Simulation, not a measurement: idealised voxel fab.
process module | voxel capacitor over wiring
cross-section cut | 220 nm wide | cells 5 nm
A cross-section is a grid of square cells, given in bands from the top down. A band is one or more rows of cells.
Each band's line starts with the height of the band's top and of its bottom, in nm. Then come its materials from left to right, each with its width in nm. One material with "throughout" fills the band from edge to edge. "air" is empty space.
Height 0 is the level under which the wafer as received is all one material. The lowest band goes on downwards, as in "0 down".
A width such as "30 to 40" changes by the same amount from each row of cells to the next, from the band's top row to its bottom row.
"no change" after a step means that no cell of the cross-section changed.
closed voids: empty space of 8 cells or more with no open way to the top, each as width x height at its distance from the left edge, in nm
after a step's settings: what the simulator itself notes on the step
overlay nm, on a step with a mask: how far to the right of its planned place the mask lay; to the left if negative
plan
1 op RECEIVE | material Si
2 op CONFORMAL_DEP | material SiO2 | thk nm 10
3 op DIRECTIONAL_DEP | material TiN | thk nm 5
4 op DIRECTIONAL_DEP | material Ru | thk nm 15
5 op DIRECTIONAL_DEP | material aC | thk nm 15
6 op PATTERN | tone cover | mask id METAL_1 | material resist | width nm 30 | pitch nm 90 | thk nm 35 | overlay nm 0
7 op DIRECTIONAL_ETCH | etch materials aC | depth nm 15
8 op STRIP | etch materials resist
9 op DIRECTIONAL_ETCH | etch materials Ru | depth nm 15
10 op DIRECTIONAL_ETCH | etch materials TiN | depth nm 5
11 op STRIP | etch materials aC
12 op CONFORMAL_DEP | material SiN | thk nm 5
13 op FILL_DEP | material lowk | thk nm 5
14 op CMP | height nm 30
15 op CONFORMAL_DEP | material SiCN | thk nm 5
16 op DIRECTIONAL_DEP | material SiO2 | thk nm 10
17 op PATTERN | tone open | mask id PLUG_1 | material resist | width nm 15 | thk nm 15 | overlay nm -15
18 op DIRECTIONAL_ETCH | etch materials SiO2 | depth nm 10
19 op DIRECTIONAL_ETCH | etch materials SiCN | depth nm 5
20 op STRIP | etch materials resist
21 op CONFORMAL_DEP | material TiN | thk nm 5
22 op FILL_DEP | material Cu | thk nm 5
23 op CMP | height nm 45
24 op DIRECTIONAL_DEP | material TiN | thk nm 10
25 op DIRECTIONAL_DEP | material SiN | thk nm 5
26 op DIRECTIONAL_DEP | material TiN | thk nm 5
27 op MASKED_ETCH | tone cover | mask id UPPER_PLATE | width nm 65 | etch materials TiN | depth nm 5 | overlay nm 0
28 op MASKED_ETCH | tone cover | mask id UPPER_PLATE | width nm 65 | etch materials SiN | depth nm 5 | overlay nm 0
29 op DIRECTIONAL_DEP | material aC | thk nm 15
30 op PATTERN | tone cover | mask id LOWER_PLATE | material resist | width nm 75 | thk nm 35 | overlay nm 0
31 op DIRECTIONAL_ETCH | etch materials aC | depth nm 15
32 op STRIP | etch materials resist
33 op DIRECTIONAL_ETCH | etch materials TiN | depth nm 10
34 op STRIP | etch materials aC
35 op FILL_DEP | material SiO2 | thk nm 15
36 op CMP | height nm 75
37 op MASKED_ETCH | tone open | mask id PLUG_2 | width nm 15 | etch materials SiO2 | depth nm 10 | overlay nm 0
38 op CONFORMAL_DEP | material TiN | thk nm 5
39 op FILL_DEP | material Ru | thk nm 5
40 op CMP | height nm 75
41 op CONFORMAL_DEP | material SiCN | thk nm 5
varied across the wafers: overlay nm of step 17. The plan shows the first wafer's value. All wafers start alike
first wafer as received, after step 1
  0 down: Si throughout
  closed voids: none
first wafer at the end, after step 41
  80 to 75: SiCN throughout
  75 to 70: SiO2 75 | TiN 5 | Ru 5 | TiN 5 | SiO2 130
  70 to 60: SiO2 75 to 65 | TiN 15 to 65 | SiO2 130 to 90
  60 to 55: SiO2 65 | SiN 65 | SiO2 90
  55 to 45: SiO2 60 | TiN 75 | SiO2 85
  45 to 35: SiO2 50 | TiN 5 | Cu 5 | TiN 5 | SiO2 155
  35 to 30: SiCN 50 | TiN 15 | SiCN 155
  30 to 15: lowk 45 | SiN 5 | Ru 30 | SiN 5 | lowk 50 | SiN 5 | Ru 30 | SiN 5 | lowk 45
  15 to 10: SiN 50 | TiN 30 | SiN 60 | TiN 30 | SiN 50
  10 to 0: SiO2 throughout
  0 down: Si throughout
  closed voids: none
last wafer at the end
  80 to 75: SiCN throughout
  75 to 70: SiO2 75 | TiN 5 | Ru 5 | TiN 5 | SiO2 130
  70 to 60: SiO2 75 to 65 | TiN 15 to 65 | SiO2 130 to 90
  60 to 55: SiO2 65 | SiN 65 | SiO2 90
  55 to 45: SiO2 60 | TiN 75 | SiO2 85
  45 to 35: SiO2 80 | TiN 5 | Cu 5 | TiN 5 | SiO2 125
  35 to 30: SiCN 80 | TiN 15 | SiCN 125
  30 to 15: lowk 45 | SiN 5 | Ru 30 | SiN 5 | lowk 50 | SiN 5 | Ru 30 | SiN 5 | lowk 45
  15 to 10: SiN 50 | TiN 30 | SiN 60 | TiN 30 | SiN 50
  10 to 0: SiO2 throughout
  0 down: Si throughout
  closed voids: none
each wafer at the end: cells of each material gained (+) or lost (-) since it was received, then its closed voids
overlay nm -15 | +2 Cu | +37 Ru | +85 SiCN | +57 SiN | +372 SiO2 | +67 TiN | +84 lowk | closed voids: none
overlay nm -10 | +2 Cu | +37 Ru | +85 SiCN | +57 SiN | +372 SiO2 | +67 TiN | +84 lowk | closed voids: none
overlay nm -5 | +2 Cu | +37 Ru | +85 SiCN | +57 SiN | +372 SiO2 | +67 TiN | +84 lowk | closed voids: none
overlay nm 0 | +2 Cu | +37 Ru | +85 SiCN | +57 SiN | +372 SiO2 | +67 TiN | +84 lowk | closed voids: none
overlay nm 5 | +2 Cu | +37 Ru | +85 SiCN | +57 SiN | +372 SiO2 | +67 TiN | +84 lowk | closed voids: none
overlay nm 10 | +2 Cu | +37 Ru | +85 SiCN | +57 SiN | +372 SiO2 | +67 TiN | +84 lowk | closed voids: none
overlay nm 15 | +2 Cu | +37 Ru | +85 SiCN | +57 SiN | +372 SiO2 | +67 TiN | +84 lowk | closed voids: none
